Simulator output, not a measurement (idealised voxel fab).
process module | voxel released beams
cross-section cut | 285 nm wide | cells 5 nm
A cross-section is a grid of square cells, given in bands from the top down. A band is one or more rows of cells.
Each band's line starts with the height of the band's top and of its bottom, in nm. Then come its materials from left to right, each with its width in nm. One material with "throughout" fills the band from edge to edge. "air" is empty space.
Height 0 is the level under which the wafer as received is all one material. The lowest band goes on downwards, as in "0 down".
A width such as "30 to 40" changes by the same amount from each row of cells to the next, from the band's top row to its bottom row.
"no change" after a step means that no cell of the cross-section changed.
closed voids: empty space of 8 cells or more with no open way to the top, each as width x height at its distance from the left edge, in nm
after a step's settings: what the simulator itself notes on the step
overlay nm, on a step with a mask: how far to the right of its planned place the mask lay; to the left if negative
plan
1 op RECEIVE | material Si
2 op CONFORMAL_DEP | material SiN | thk nm 5
3 op DIRECTIONAL_DEP | material SiO2 | thk nm 20
4 op PATTERN | tone open | mask id ANCHOR | material resist | width nm 30 | thk nm 15 | overlay nm 0
5 op DIRECTIONAL_ETCH | etch materials SiO2 | depth nm 20
6 op STRIP | etch materials resist
7 op CONFORMAL_DEP | material TiN | thk nm 10
8 op DIRECTIONAL_DEP | material aC | thk nm 10
9 op PATTERN | tone cover | mask id BEAM | material resist | width nm 110 | thk nm 25 | overlay nm 0
10 op DIRECTIONAL_ETCH | etch materials aC | depth nm 10
11 op STRIP | etch materials resist
12 op DIRECTIONAL_ETCH | etch materials TiN | depth nm 10
13 op STRIP | etch materials aC
14 op STRIP | etch materials SiO2
as received, after step 1
  0 down: Si throughout
  closed voids: none
first wafer at the end, as planned
  35 to 25: air 85 | TiN 15 | air 10 | TiN 85 | air 90
  25 to 15: air 90 | TiN 10 | air 10 | TiN 10 | air 165
  15 to 5: air 90 | TiN 30 | air 165
  5 to 0: SiN throughout
  0 down: Si throughout
  closed voids: none
second wafer at the end: like start, like plan, one mistake
  30 to 20: air 85 | TiN 15 | air 10 | TiN 85 | air 90
  20 to 10: air 90 | TiN 10 | air 10 | TiN 10 | air 165
  10 to 0: air 90 | TiN 30 | air 165
  0 down: Si throughout
  closed voids: none
what went wrong: step 2 was left out
at the end the second wafer has, in cells: 57 fewer of SiN
